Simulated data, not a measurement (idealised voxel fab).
process module | voxel self aligned contacts
cross-section cut | 285 nm wide | cells 5 nm
A cross-section is a grid of square cells, given in bands from the top down. A band is one or more rows of cells.
Each band's line starts with the height of the band's top and of its bottom, in nm. Then come its materials from left to right, each with its width in nm. One material with "throughout" fills the band from edge to edge. "air" is empty space.
Height 0 is the level under which the wafer as received is all one material. The lowest band goes on downwards, as in "0 down".
A width such as "30 to 40" changes by the same amount from each row of cells to the next, from the band's top row to its bottom row.
"no change" after a step means that no cell of the cross-section changed.
closed voids: empty space of 8 cells or more with no open way to the top, each as width x height at its distance from the left edge, in nm
after a step's settings: what the simulator itself notes on the step
overlay nm, on a step with a mask: how far to the right of its planned place the mask lay; to the left if negative
plan
1 op RECEIVE | material Si
2 op OXIDIZE | depth nm 5
3 op DIRECTIONAL_DEP | material polySi | thk nm 30
4 op DIRECTIONAL_DEP | material SiN | thk nm 20
5 op MASKED_ETCH | tone cover | mask id GATE | width nm 25 | pitch nm 60 | etch materials SiN | depth nm 20 | overlay nm 0
6 op MASKED_ETCH | tone cover | mask id GATE | width nm 25 | pitch nm 60 | etch materials polySi | depth nm 30 | overlay nm 0
7 op CONFORMAL_DEP | material SiN | thk nm 5
8 op DIRECTIONAL_ETCH | etch materials SiN | depth nm 5
9 op FILL_DEP | material SiO2 | thk nm 15
10 op CMP | height nm 60
11 op DIRECTIONAL_DEP | material aC | thk nm 10
12 op PATTERN | tone open | mask id CONTACT | material resist | width nm 45 | thk nm 30 | overlay nm 0
13 op DIRECTIONAL_ETCH | etch materials aC | depth nm 10
14 op STRIP | etch materials resist
15 op DIRECTIONAL_ETCH | etch materials SiO2 | depth nm 65
16 op STRIP | etch materials aC
17 op CONFORMAL_DEP | material TiN | thk nm 5
18 op FILL_DEP | material W | thk nm 10
19 op CMP | height nm 60
20 op CONFORMAL_DEP | material SiCN | thk nm 5
as received, after step 1
  0 down: Si throughout
  closed voids: none
first wafer at the end, as planned
  65 to 60: SiCN throughout
  60 to 50: SiO2 120 | TiN 5 to 15 | W 35 to 15 | TiN 5 to 15 | SiO2 120
  50 to 30: SiO2 95 | SiN 35 | TiN 5 | W 15 | TiN 5 | SiN 35 | SiO2 95
  30 to 0: SiO2 95 | SiN 5 | polySi 25 | SiN 5 | TiN 5 | W 15 | TiN 5 | SiN 5 | polySi 25 | SiN 5 | SiO2 95
  0 to -5: SiO2 130 | TiN 25 | SiO2 130
  -5 down: Si throughout
  closed voids: none
second wafer at the end: like start, like plan, one mistake
  65 to 60: SiCN throughout
  60 to 50: SiO2 120 | TiN 5 to 15 | W 35 to 15 | TiN 5 to 15 | SiO2 120
  50 to 30: SiO2 95 | SiN 35 | TiN 5 | W 15 | TiN 5 | SiN 35 | SiO2 95
  30 to 5: SiO2 95 | SiN 5 | polySi 25 | SiN 5 | TiN 5 | W 15 | TiN 5 | SiN 5 | polySi 25 | SiN 5 | SiO2 95
  5 to 0: SiO2 95 | SiN 5 | polySi 25 | SiN 5 | TiN 25 | SiN 5 | polySi 25 | SiN 5 | SiO2 95
  0 down: Si throughout
  closed voids: none
what went wrong: step 2 was left out
at the end the second wafer has, in cells: 57 more of Si | 52 fewer of SiO2 | 2 fewer of TiN | 3 fewer of W
